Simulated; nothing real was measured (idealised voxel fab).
process module | voxel spacer lines
It is cross-section cut that appears here, measuring 180 nm in width, its square cells being 5 nm in size.
When this document writes out a cross-section, it uses a grid of square cells and lists it as bands, beginning at the top and moving down, with a band standing for one or more rows of cells. Heads up on the band format: heights come first, top then bottom, in nm. After that it's the materials left to right, each with its width in nm. A single material flagged "throughout" fills the whole band edge to edge, and "air" means there's empty space there. Basically, 0 is our baseline, since under it the wafer straight out of the box is all one material. The bottom band has no lower end and keeps on going down, so it looks like "top 0, no bottom". The expression "30..40" gives the width at the extremes of the band, the first number at its top row of cells and the second at its bottom row, with the width changing by equal amounts from each row to the next in between. "stayed the same" (step): cross-section cells unchanged, all of them. Entry "Enclosed internal cavities". Content: empty spaces with no open connection to the top, size 8 cells or greater. Each: width x height at distance. Distance: from left edge. Unit: nm. Text after the settings on a step's line: the simulator's own remark on that step. What "overlay nm" on a step's line means: if the step has a mask, that mask lay this far to the right of its planned place, or, when the value is negative, to the left.
THIS SECTION LISTS THE PROCESS STEPS THAT WERE PLANNED
1. RECEIVE | material Si
2. CONFORMAL_DEP | material Al2O3 | thk nm 5
3. DIRECTIONAL_DEP | material polySi | thk nm 15
4. DIRECTIONAL_DEP | material aC | thk nm 20
5. PATTERN | tone cover | mask id MANDREL | material resist | width nm 20 | pitch nm 60 | thk nm 25 | overlay nm 0
6. DIRECTIONAL_ETCH | etch materials aC | depth nm 20
7. STRIP | etch materials resist
8. CONFORMAL_DEP | material SiO2 | thk nm 10
9. DIRECTIONAL_ETCH | etch materials SiO2 | depth nm 10
10. STRIP | etch materials aC
11. DIRECTIONAL_ETCH | etch materials polySi | depth nm 15
12. STRIP | etch materials SiO2
FIRST WAFER OUT OF TWO, PROCESSED AS PLANNED
CROSS-SECTION OF THE WAFER AS IT CAME TO US, I.E., ALREADY THROUGH STEP 1
  top 0, no bottom | Si throughout
  Enclosed internal cavities: none
CROSS-SECTION OF THE WAFER SUBSEQUENT TO STEP 2
  top 5, bottom 0 | Al2O3 throughout
  Heights below 0 show no change.
CROSS-SECTION OF THE WAFER SUBSEQUENT TO STEP 3
  top 20, bottom 5 | polySi throughout
  Heights below 5 show no change.
CROSS-SECTION OF THE WAFER SUBSEQUENT TO STEP 4
  top 40, bottom 20 | aC throughout
  Heights below 20 show no change.
CROSS-SECTION OF THE WAFER SUBSEQUENT TO STEP 5
  top 65, bottom 40 | air 50 nm  resist 20 nm  air 40 nm  resist 20 nm  air 50 nm
  Heights below 40 show no change.
CROSS-SECTION OF THE WAFER SUBSEQUENT TO STEP 6
  top 45, bottom 40 | air 50 nm  resist 20 nm  air 40 nm  resist 20 nm  air 50 nm
  top 40, bottom 20 | air 50 nm  aC 20 nm  air 40 nm  aC 20 nm  air 50 nm
  Heights below 20 show no change.
CROSS-SECTION OF THE WAFER SUBSEQUENT TO STEP 7
  top 40, bottom 20 | air 50 nm  aC 20 nm  air 40 nm  aC 20 nm  air 50 nm
  Heights below 20 show no change.
CROSS-SECTION OF THE WAFER SUBSEQUENT TO STEP 8
  top 50, bottom 40 | air 40 nm  SiO2 40 nm  air 20 nm  SiO2 40 nm  air 40 nm
  top 40, bottom 30 | air 40 nm  SiO2 10 nm  aC 20 nm  SiO2 10 nm  air 20 nm  SiO2 10 nm  aC 20 nm  SiO2 10 nm  air 40 nm
  top 30, bottom 20 | SiO2 50 nm  aC 20 nm  SiO2 40 nm  aC 20 nm  SiO2 50 nm
  Heights below 20 show no change.
CROSS-SECTION OF THE WAFER SUBSEQUENT TO STEP 9
  top 40, bottom 20 | air 40 nm  SiO2 10 nm  aC 20 nm  SiO2 10 nm  air 20 nm  SiO2 10 nm  aC 20 nm  SiO2 10 nm  air 40 nm
  Heights below 20 show no change.
CROSS-SECTION OF THE WAFER SUBSEQUENT TO STEP 10
  top 40, bottom 20 | air 40 nm  SiO2 10 nm  air 20 nm  SiO2 10 nm  air 20 nm  SiO2 10 nm  air 20 nm  SiO2 10 nm  air 40 nm
  Heights below 20 show no change.
CROSS-SECTION OF THE WAFER SUBSEQUENT TO STEP 11
  top 40, bottom 20 | air 40 nm  SiO2 10 nm  air 20 nm  SiO2 10 nm  air 20 nm  SiO2 10 nm  air 20 nm  SiO2 10 nm  air 40 nm
  top 20, bottom 5 | air 40 nm  polySi 10 nm  air 20 nm  polySi 10 nm  air 20 nm  polySi 10 nm  air 20 nm  polySi 10 nm  air 40 nm
  Heights below 5 show no change.
CROSS-SECTION OF THE WAFER SUBSEQUENT TO STEP 12
  top 20, bottom 5 | air 40 nm  polySi 10 nm  air 20 nm  polySi 10 nm  air 20 nm  polySi 10 nm  air 20 nm  polySi 10 nm  air 40 nm
  Heights below 5 show no change.
NOW THE OTHER WAFER: SAME START, SAME RECIPE, BUT WE MESSED UP ONE THING WHEN RUNNING IT. UP TO AND INCLUDING STEP 4 IT'S THE SAME AS THE FIRST ONE
THE SECOND WAFER CUT THROUGH, AT THE TIME STEP 5 WAS SUPPOSED TO BE FINISHED
  top 65, bottom 40 | resist 50 nm  air 20 nm  resist 40 nm  air 20 nm  resist 50 nm
  Heights below 40 show no change.
THE SECOND WAFER CUT THROUGH, AT THE TIME STEP 6 WAS SUPPOSED TO BE FINISHED
  top 45, bottom 40 | resist 50 nm  air 20 nm  resist 40 nm  air 20 nm  resist 50 nm
  top 40, bottom 20 | aC 50 nm  air 20 nm  aC 40 nm  air 20 nm  aC 50 nm
  Heights below 20 show no change.
THE SECOND WAFER CUT THROUGH, AT THE TIME STEP 7 WAS SUPPOSED TO BE FINISHED
  top 40, bottom 20 | aC 50 nm  air 20 nm  aC 40 nm  air 20 nm  aC 50 nm
  Heights below 20 show no change.
THE SECOND WAFER CUT THROUGH, AT THE TIME STEP 8 WAS SUPPOSED TO BE FINISHED
  top 50, bottom 40 | SiO2 throughout
  top 40, bottom 20 | aC 50 nm  SiO2 20 nm  aC 40 nm  SiO2 20 nm  aC 50 nm
  Heights below 20 show no change.
THE SECOND WAFER CUT THROUGH, AT THE TIME STEP 9 WAS SUPPOSED TO BE FINISHED
  top 40, bottom 20 | aC 50 nm  SiO2 20 nm  aC 40 nm  SiO2 20 nm  aC 50 nm
  Heights below 20 show no change.
THE SECOND WAFER CUT THROUGH, AT THE TIME STEP 10 WAS SUPPOSED TO BE FINISHED
  top 40, bottom 20 | air 50 nm  SiO2 20 nm  air 40 nm  SiO2 20 nm  air 50 nm
  Heights below 20 show no change.
THE SECOND WAFER CUT THROUGH, AT THE TIME STEP 11 WAS SUPPOSED TO BE FINISHED
  top 40, bottom 20 | air 50 nm  SiO2 20 nm  air 40 nm  SiO2 20 nm  air 50 nm
  top 20, bottom 5 | air 50 nm  polySi 20 nm  air 40 nm  polySi 20 nm  air 50 nm
  Heights below 5 show no change.
THE SECOND WAFER CUT THROUGH, AT THE TIME STEP 12 WAS SUPPOSED TO BE FINISHED
  top 20, bottom 5 | air 50 nm  polySi 20 nm  air 40 nm  polySi 20 nm  air 50 nm
  Heights below 5 show no change.
Error vs. plan: planned and actual differ for step 5; actual: PATTERN | tone open | mask id MANDREL | material resist | width nm 20 | pitch nm 60 | thk nm 25 | overlay nm 0
At the end, each material covers as many cells on the second wafer as it does on the first, though the cells it covers are elsewhere.
